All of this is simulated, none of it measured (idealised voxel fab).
process module | voxel ribs on slabs
cross-section cut | 190 nm wide | cells 5 nm
A cross-section is a grid of square cells, given in bands from the top down. A band is one or more rows of cells.
Each band's line starts with the height of the band's top and of its bottom, in nm. Then come its materials from left to right, each with its width in nm. One material with "throughout" fills the band from edge to edge. "air" is empty space.
Height 0 is the level under which the wafer as received is all one material. The lowest band goes on downwards, as in "0 down".
A width such as "30 to 40" changes by the same amount from each row of cells to the next, from the band's top row to its bottom row.
"no change" after a step means that no cell of the cross-section changed.
closed voids: empty space of 8 cells or more with no open way to the top, each as width x height at its distance from the left edge, in nm
after a step's settings: what the simulator itself notes on the step
overlay nm, on a step with a mask: how far to the right of its planned place the mask lay; to the left if negative
plan
1 op RECEIVE | material Si
2 op DIRECTIONAL_DEP | material SiO2 | thk nm 25
3 op DIRECTIONAL_DEP | material polySi | thk nm 15
4 op DIRECTIONAL_DEP | material aC | thk nm 15
5 op PATTERN | tone cover | mask id RIB | material resist | width nm 30 | thk nm 30 | overlay nm 0
6 op DIRECTIONAL_ETCH | etch materials aC | depth nm 15
7 op STRIP | etch materials resist
8 op DIRECTIONAL_ETCH | etch materials polySi | depth nm 10
9 op STRIP | etch materials aC
10 op DIRECTIONAL_DEP | material aC | thk nm 10
11 op PATTERN | tone cover | mask id SLAB | material resist | width nm 60 | thk nm 25 | overlay nm 0
12 op DIRECTIONAL_ETCH | etch materials aC | depth nm 10
13 op STRIP | etch materials resist
14 op DIRECTIONAL_ETCH | etch materials polySi | depth nm 5
15 op STRIP | etch materials aC
16 op FILL_DEP | material SiO2 | thk nm 15
17 op CMP | height nm 50
18 op DIRECTIONAL_DEP | material TiN | thk nm 5
19 op DIRECTIONAL_DEP | material aC | thk nm 10
20 op PATTERN | tone cover | mask id HEATER | material resist | width nm 40 | thk nm 30 | overlay nm 0
21 op DIRECTIONAL_ETCH | etch materials aC | depth nm 10
22 op STRIP | etch materials resist
23 op DIRECTIONAL_ETCH | etch materials TiN | depth nm 5
24 op STRIP | etch materials aC
25 op CONFORMAL_DEP | material SiO2 | thk nm 5
as received, after step 1
  0 down: Si throughout
  closed voids: none
first wafer at the end, as planned
  60 to 55: air 70 | SiO2 50 | air 70
  55 to 50: SiO2 75 | TiN 40 | SiO2 75
  50 to 40: SiO2 throughout
  40 to 30: SiO2 80 | polySi 30 | SiO2 80
  30 to 25: SiO2 65 | polySi 60 | SiO2 65
  25 to 0: SiO2 throughout
  0 down: Si throughout
  closed voids: none
second wafer at the end: like start, like plan, one mistake
  60 to 55: air 70 | SiO2 50 | air 70
  55 to 50: SiO2 75 | TiN 40 | SiO2 75
  50 to 40: SiO2 80 | polySi 30 | SiO2 80
  40 to 35: SiO2 65 | polySi 60 | SiO2 65
  35 to 25: polySi throughout
  25 to 0: SiO2 throughout
  0 down: Si throughout
  closed voids: none
what went wrong: step 3 ran as: op DIRECTIONAL_DEP | material polySi | thk nm 25
at the end the second wafer has, in cells: 76 fewer of SiO2 | 76 more of polySi
